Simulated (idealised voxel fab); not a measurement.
Documented hereafter: the process module known as voxel quadruple lines.
The cross-section on display is named cut; it measures 300 nm wide, and its cells are 5 nm squares.
Format of a cross-section: grid, square cells. Given as bands. Order: top down. Band: one or more rows of cells.
For a band, the entry starts with two heights in nm, that of the top and then that of the bottom, and carries on with the band's materials in order from left to right, each alongside its width in nm; the word "edge to edge" beside a single material means it fills the band edge to edge, and "empty" means empty space.
Heads up on the height convention: 0 is the point under which the incoming wafer is all one material, and the lowest band has no bottom, it just keeps going down, like "0 and below".
Width spec "30 to 40" -> top row of cells at first value, bottom row at second value, equal per-row change in between.
Step marked "no alterations made"? Then no cell in the cross-section changed in it.
Closed-off voids of 8+ cells (no open route to the top) go in "Enclosed void entries", written width x height at distance from the left edge, in nm.
That trailing text on a step's line, after the settings, is the simulator's own remark on the step.
The "overlay nm" setting may appear on a step's line; for a step that uses a mask, it gives how far to the right of its planned position the mask lay, and a negative value indicates the left.
Note on reading: below, each pair holds a cross-section from before one process step and one from after it; the one from after shows only down to the lowest band that changed. Beneath the pair, the step in between is stated along with its settings. The pairs can stem from different runs of this module on the same starting wafer. Where a pair's entry headed "Pre-step geometry" says so, and only there, that pair continues from the pair above it.
PRE-STEP GEOMETRY
  40 down to 30 = empty: 110  SiN: 35  empty: 15  SiN: 35  empty: 105
  30 down to 25 = empty: 110  SiN: 10  polySi: 15  SiN: 10  empty: 15  SiN: 10  polySi: 15  SiN: 10  empty: 105
  25 down to 15 = SiN: 120  polySi: 15  SiN: 35  polySi: 15  SiN: 115
  15 down to 5 = W edge to edge
  5 down to 0 = Al2O3 edge to edge
  0 and below = Si edge to edge
  Enclosed void entries: none
CROSS-SECTION THEREAFTER
  30 down to 15 = empty: 110  SiN: 10  polySi: 15  SiN: 10  empty: 15  SiN: 10  polySi: 15  SiN: 10  empty: 105
  Under 15: no change, same as before.
  Enclosed void entries: none
The two cross-sections above are separated by a single process step, namely DIRECTIONAL_ETCH,etch materials SiN,depth nm 10
Pre-step geometry: = after-state of the pair above.
CROSS-SECTION THEREAFTER
  30 down to 15 = empty: 110  SiN: 10  empty: 15  SiN: 10  empty: 15  SiN: 10  empty: 15  SiN: 10  empty: 105
  Under 15: no change, same as before.
  Enclosed void entries: none
The two cross-sections above are separated by a single process step, namely STRIP,etch materials polySi
Pre-step geometry: = after-state of the pair above.
CROSS-SECTION THEREAFTER
  30 down to 15 = empty: 110  SiN: 10  empty: 15  SiN: 10  empty: 15  SiN: 10  empty: 15  SiN: 10  empty: 105
  15 down to 5 = empty: 110  W: 10  empty: 15  W: 10  empty: 15  W: 10  empty: 15  W: 10  empty: 105
  Under 5: no change, same as before.
  Enclosed void entries: none
The two cross-sections above are separated by a single process step, namely DIRECTIONAL_ETCH,etch materials W,depth nm 10
Pre-step geometry: = after-state of the pair above.
CROSS-SECTION THEREAFTER
  15 down to 5 = empty: 110  W: 10  empty: 15  W: 10  empty: 15  W: 10  empty: 15  W: 10  empty: 105
  Under 5: no change, same as before.
  Enclosed void entries: none
The two cross-sections above are separated by a single process step, namely STRIP,etch materials SiN
PRE-STEP GEOMETRY
  30 down to 15 = empty: 105  SiN: 10  polySi: 15  SiN: 10  empty: 15  SiN: 10  polySi: 15  SiN: 10  empty: 110
  15 down to 5 = W edge to edge
  5 down to 0 = Al2O3 edge to edge
  0 and below = Si edge to edge
  Enclosed void entries: none
CROSS-SECTION THEREAFTER
  30 down to 15 = empty: 115  polySi: 15  empty: 35  polySi: 15  empty: 120
  Under 15: no change, same as before.
  Enclosed void entries: none
The two cross-sections above are separated by a single process step, namely STRIP,etch materials SiN
Pre-step geometry: = after-state of the pair above.
CROSS-SECTION THEREAFTER
  30 down to 15 = empty: 115  polySi: 15  empty: 35  polySi: 15  empty: 120
  15 down to 5 = empty: 115  W: 15  empty: 35  W: 15  empty: 120
  Under 5: no change, same as before.
  Enclosed void entries: none
The two cross-sections above are separated by a single process step, namely DIRECTIONAL_ETCH,etch materials W,depth nm 10
PRE-STEP GEOMETRY
  55 down to 30 = aC edge to edge
  30 down to 15 = polySi edge to edge
  15 down to 5 = W edge to edge
  5 down to 0 = Al2O3 edge to edge
  0 and below = Si edge to edge
  Enclosed void entries: none
CROSS-SECTION THEREAFTER
  90 down to 55 = resist: 130  empty: 35  resist: 135
  Under 55: no change, same as before.
  Enclosed void entries: none
The two cross-sections above are separated by a single process step, namely PATTERN,tone open,mask id MANDREL,material resist,width nm 35,thk nm 35,overlay nm 0
Pre-step geometry: = after-state of the pair above.
CROSS-SECTION THEREAFTER
  65 down to 55 = resist: 130  empty: 35  resist: 135
  55 down to 30 = aC: 130  empty: 35  aC: 135
  Under 30: no change, same as before.
  Enclosed void entries: none
The two cross-sections above are separated by a single process step, namely DIRECTIONAL_ETCH,etch materials aC,depth nm 25
Pre-step geometry: = after-state of the pair above.
CROSS-SECTION THEREAFTER
  55 down to 30 = aC: 130  empty: 35  aC: 135
  Under 30: no change, same as before.
  Enclosed void entries: none
The two cross-sections above are separated by a single process step, namely STRIP,etch materials resist
Pre-step geometry: = after-state of the pair above.
CROSS-SECTION THEREAFTER
  70 down to 55 = SiO2: 145  empty: 5  SiO2: 150
  55 down to 45 = aC: 130  SiO2: 15  empty: 5  SiO2: 15  aC: 135
  45 down to 30 = aC: 130  SiO2: 35  aC: 135
  Under 30: no change, same as before.
  Enclosed void entries: none
The two cross-sections above are separated by a single process step, namely CONFORMAL_DEP,material SiO2,thk nm 15
Pre-step geometry: = after-state of the pair above.
CROSS-SECTION THEREAFTER
  55 down to 30 = aC: 130  SiO2: 15  empty: 5  SiO2: 15  aC: 135
  Under 30: no change, same as before.
  Enclosed void entries: none
The two cross-sections above are separated by a single process step, namely DIRECTIONAL_ETCH,etch materials SiO2,depth nm 15
Pre-step geometry: = after-state of the pair above.
CROSS-SECTION THEREAFTER
  55 down to 30 = empty: 130  SiO2: 15  empty: 5  SiO2: 15  empty: 135
  Under 30: no change, same as before.
  Enclosed void entries: none
The two cross-sections above are separated by a single process step, namely STRIP,etch materials aC
Pre-step geometry: = after-state of the pair above.
CROSS-SECTION THEREAFTER
  55 down to 30 = empty: 130  SiO2: 15  empty: 5  SiO2: 15  empty: 135
  30 down to 15 = empty: 130  polySi: 15  empty: 5  polySi: 15  empty: 135
  Under 15: no change, same as before.
  Enclosed void entries: none
The two cross-sections above are separated by a single process step, namely DIRECTIONAL_ETCH,etch materials polySi,depth nm 15
Pre-step geometry: = after-state of the pair above.
CROSS-SECTION THEREAFTER
  30 down to 15 = empty: 130  polySi: 15  empty: 5  polySi: 15  empty: 135
  Under 15: no change, same as before.
  Enclosed void entries: none
The two cross-sections above are separated by a single process step, namely STRIP,etch materials SiO2
Pre-step geometry: = after-state of the pair above.
CROSS-SECTION THEREAFTER
  40 down to 30 = empty: 120  SiN: 55  empty: 125
  30 down to 25 = empty: 120  SiN: 10  polySi: 15  SiN: 5  polySi: 15  SiN: 10  empty: 125
  25 down to 15 = SiN: 130  polySi: 15  SiN: 5  polySi: 15  SiN: 135
  Under 15: no change, same as before.
  Enclosed void entries: none
The two cross-sections above are separated by a single process step, namely CONFORMAL_DEP,material SiN,thk nm 10
Pre-step geometry: = after-state of the pair above.
CROSS-SECTION THEREAFTER
  30 down to 15 = empty: 120  SiN: 10  polySi: 15  SiN: 5  polySi: 15  SiN: 10  empty: 125
  Under 15: no change, same as before.
  Enclosed void entries: none
The two cross-sections above are separated by a single process step, namely DIRECTIONAL_ETCH,etch materials SiN,depth nm 10
Pre-step geometry: = after-state of the pair above.
CROSS-SECTION THEREAFTER
  30 down to 15 = empty: 120  SiN: 10  empty: 15  SiN: 5  empty: 15  SiN: 10  empty: 125
  Under 15: no change, same as before.
  Enclosed void entries: none
The two cross-sections above are separated by a single process step, namely STRIP,etch materials polySi
Pre-step geometry: = after-state of the pair above.
CROSS-SECTION THEREAFTER
  30 down to 15 = empty: 120  SiN: 10  empty: 15  SiN: 5  empty: 15  SiN: 10  empty: 125
  15 down to 5 = empty: 120  W: 10  empty: 15  W: 5  empty: 15  W: 10  empty: 125
  Under 5: no change, same as before.
  Enclosed void entries: none
The two cross-sections above are separated by a single process step, namely DIRECTIONAL_ETCH,etch materials W,depth nm 10
Pre-step geometry: = after-state of the pair above.
CROSS-SECTION THEREAFTER
  15 down to 5 = empty: 120  W: 10  empty: 15  W: 5  empty: 15  W: 10  empty: 125
  Under 5: no change, same as before.
  Enclosed void entries: none
The two cross-sections above are separated by a single process step, namely STRIP,etch materials SiN
